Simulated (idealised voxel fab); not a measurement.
The process module presented herein is designated voxel transistor to metal.
Square cell edge 5 nm, section width 290 nm, ID cut.
How to read a cross-section here: the picture is a grid of square cells, written as bands going from the top down, and any band can span one or more rows of cells.
Quick guide to a band line: top height, bottom height (nm) up front; then every material left to right with its width in nm. Only one material and it's marked "everywhere"? Then it fills the band edge to edge. And "air" just means empty space.
The level at which height equals 0 is the one under which the wafer, as it arrives, is entirely one material. No lower edge exists for the bottom band, which continues downward and is notated as in "0 nm and below".
Graded width ("30->40"): value in top row of band = first number; value in bottom row = second number; row-to-row change constant.
For the purposes of this document, the phrase "all unchanged" attached to a step denotes that no cell within the cross-section was modified by that step.
Empty spaces without an open route to the top, at least 8 cells in extent, make up the entry "Enclosed cavity list"; each is given as width x height at distance, where the distance is measured from the left edge, and all are in nm.
Step line, after settings: the simulator's comment on this step.
The setting "overlay nm" may be written on the line of a step. When the step uses a mask, the value reports how far to the right of the planned place the mask lay, and a negative value reports that it lay to the left.
**So here's the lineup of process steps we planned**
| 1 | RECEIVE,material Si |
| 2 | CONFORMAL_DEP,material SiO2,thk nm 5 |
| 3 | CONFORMAL_DEP,material SiN,thk nm 10 |
| 4 | PATTERN,tone cover,mask id ACTIVE,material resist,width nm 105,pitch nm 130,thk nm 15,overlay nm 0 |
| 5 | DIRECTIONAL_ETCH,etch materials SiN,depth nm 10 |
| 6 | DIRECTIONAL_ETCH,etch materials SiO2,depth nm 5 |
| 7 | DIRECTIONAL_ETCH,etch materials Si,depth nm 20 |
| 8 | STRIP,etch materials resist |
| 9 | FILL_DEP,material SiO2,thk nm 10 |
| 10 | CMP,height nm 15 |
| 11 | SELECTIVE_ETCH,etch materials SiO2,depth nm 10 |
| 12 | STRIP,etch materials SiN |
| 13 | SELECTIVE_ETCH,etch materials SiO2,depth nm 5 |
| 14 | OXIDIZE,depth nm 5 |
| 15 | DIRECTIONAL_DEP,material polySi,thk nm 20 |
| 16 | DIRECTIONAL_DEP,material SiCN,thk nm 15 |
| 17 | DIRECTIONAL_DEP,material aC,thk nm 10 |
| 18 | PATTERN,tone cover,mask id GATE,material resist,width nm 25,pitch nm 130,thk nm 30,overlay nm 0 |
| 19 | DIRECTIONAL_ETCH,etch materials aC,depth nm 10 |
| 20 | STRIP,etch materials resist |
| 21 | DIRECTIONAL_ETCH,etch materials SiCN,depth nm 25 |
| 22 | DIRECTIONAL_ETCH,etch materials polySi,depth nm 30 |
| 23 | STRIP,etch materials aC |
| 24 | CONFORMAL_DEP,material SiO2,thk nm 5 |
| 25 | DIRECTIONAL_ETCH,etch materials SiO2,depth nm 5 |
| 26 | CONFORMAL_DEP,material SiN,thk nm 5 |
| 27 | DIRECTIONAL_ETCH,etch materials SiN,depth nm 5 |
| 28 | DIRECTIONAL_ETCH,etch materials SiO2,depth nm 5 |
| 29 | EPI,material SiGe,thk nm 5 |
| 30 | FILL_DEP,material SiO2,thk nm 10 |
| 31 | CMP,height nm 20 |
| 32 | STRIP,etch materials polySi |
| 33 | SELECTIVE_ETCH,etch materials SiO2,depth nm 5 |
| 34 | CONFORMAL_DEP,material HfO2,thk nm 5 |
| 35 | CONFORMAL_DEP,material TiN,thk nm 5 |
| 36 | FILL_DEP,material W,thk nm 10 |
| 37 | CMP,height nm 15 |
| 38 | DIRECTIONAL_DEP,material SiO2,thk nm 10 |
| 39 | DIRECTIONAL_DEP,material aC,thk nm 15 |
| 40 | PATTERN,tone open,mask id CONTACT,material resist,width nm 15,thk nm 30,overlay nm 0 |
| 41 | DIRECTIONAL_ETCH,etch materials aC,depth nm 15 |
| 42 | STRIP,etch materials resist |
| 43 | DIRECTIONAL_ETCH,etch materials SiO2,depth nm 25 |
| 44 | STRIP,etch materials aC |
| 45 | CONFORMAL_DEP,material TiN,thk nm 5 |
| 46 | FILL_DEP,material Ru,thk nm 10 |
| 47 | CMP,height nm 25 |
| 48 | CONFORMAL_DEP,material SiN,thk nm 5 |
| 49 | DIRECTIONAL_DEP,material SiO2,thk nm 20 |
| 50 | MASKED_ETCH,tone open,mask id METAL_1,width nm 15,etch materials SiO2,depth nm 20,overlay nm 0 |
| 51 | MASKED_ETCH,tone open,mask id METAL_1,width nm 15,etch materials SiN,depth nm 5,overlay nm 0 |
| 52 | CONFORMAL_DEP,material TiN,thk nm 5 |
| 53 | FILL_DEP,material Cu,thk nm 10 |
| 54 | CMP,height nm 50 |
| 55 | CONFORMAL_DEP,material SiCN,thk nm 5 |
| 56 | DIRECTIONAL_DEP,material lowk,thk nm 25 |
| 57 | MASKED_ETCH,tone open,mask id METAL_2,width nm 15,pitch nm 130,etch materials lowk,depth nm 15,overlay nm 0 |
| 58 | MASKED_ETCH,tone open,mask id METAL_2_HOLES,width nm 15,pitch nm 130,etch materials lowk,depth nm 10,overlay nm 0 |
| 59 | MASKED_ETCH,tone open,mask id METAL_2_HOLES,width nm 15,pitch nm 130,etch materials SiCN,depth nm 5,overlay nm 0 |
| 60 | CONFORMAL_DEP,material TiN,thk nm 5 |
| 61 | FILL_DEP,material Cu,thk nm 10 |
| 62 | CMP,height nm 80 |
| 63 | CONFORMAL_DEP,material SiCN,thk nm 5 |
**Incoming wafer, cross-sectional view, post step 1**
  0 nm and below | Si everywhere
  Enclosed cavity list: none
**Look at the cross-section after the module: the wafer started out the way shown above and the plan was the one shown above, yet one mistake was made along the way**
  85 nm to 80 nm | SiCN everywhere
  80 nm to 55 nm | lowk=35 / TiN=5 / Cu=5 / TiN=5 / lowk=115 / TiN=5 / Cu=5 / TiN=5 / lowk=110
  55 nm to 50 nm | SiCN=35 / TiN=15 / SiCN=115 / TiN=15 / SiCN=110
  50 nm to 30 nm | SiO2=35 / TiN=5 / Cu=5 / TiN=5 / SiO2=55 / TiN=5 / Cu=5 / TiN=5 / SiO2=45 / TiN=5 / Cu=5 / TiN=5 / SiO2=55 / TiN=5 / Cu=5 / TiN=5 / SiO2=40
  30 nm to 25 nm | SiN=35 / TiN=15 / SiN=55 / TiN=15 / SiN=45 / TiN=15 / SiN=55 / TiN=15 / SiN=40
  25 nm to 15 nm | SiO2=35 / TiN=5 / Ru=5 / TiN=5 / SiO2=55 / TiN=5 / Ru=5 / TiN=5 / SiO2=45 / TiN=5 / Ru=5 / TiN=5 / SiO2=55 / TiN=5 / Ru=5 / TiN=5 / SiO2=40
  15 nm to 10 nm | SiO2=35 / TiN=5 / Ru=5 / TiN=5 / SiO2=5 / SiN=5 / HfO2=5 / TiN=5 / W=15 / TiN=5 / HfO2=5 / SiN=5 / SiO2=5 / TiN=5 / Ru=5 / TiN=5 / SiO2=45 / TiN=5 / Ru=5 / TiN=5 / SiO2=5 / SiN=5 / HfO2=5 / TiN=5 / W=15 / TiN=5 / HfO2=5 / SiN=5 / SiO2=5 / TiN=5 / Ru=5 / TiN=5 / SiO2=40
  10 nm to 5 nm | SiO2=35 / TiN=15 / SiO2=5 / SiN=5 / HfO2=5 / TiN=25 / HfO2=5 / SiN=5 / SiO2=5 / TiN=15 / SiO2=45 / TiN=15 / SiO2=5 / SiN=5 / HfO2=5 / TiN=25 / HfO2=5 / SiN=5 / SiO2=5 / TiN=15 / SiO2=40
  5 nm to 0 nm | SiO2=20 / SiN=5 / SiO2=5 / SiGe=25 / SiO2=5 / HfO2=35 / SiO2=5 / SiGe=25 / SiO2=5 / SiN=5 / SiO2=15 / SiN=5 / SiO2=5 / SiGe=25 / SiO2=5 / HfO2=35 / SiO2=5 / SiGe=25 / SiO2=5 / SiN=5 / SiO2=25
  0 nm to -5 nm | SiO2=35 / Si=85 / SiO2=45 / Si=85 / SiO2=40
  -5 nm to -20 nm | SiO2=25 / Si=105 / SiO2=25 / Si=105 / SiO2=30
  -20 nm and below | Si everywhere
  Enclosed cavity list: none
Error vs. plan: steps 12 and 13 got flipped, so each one ran where the other should have
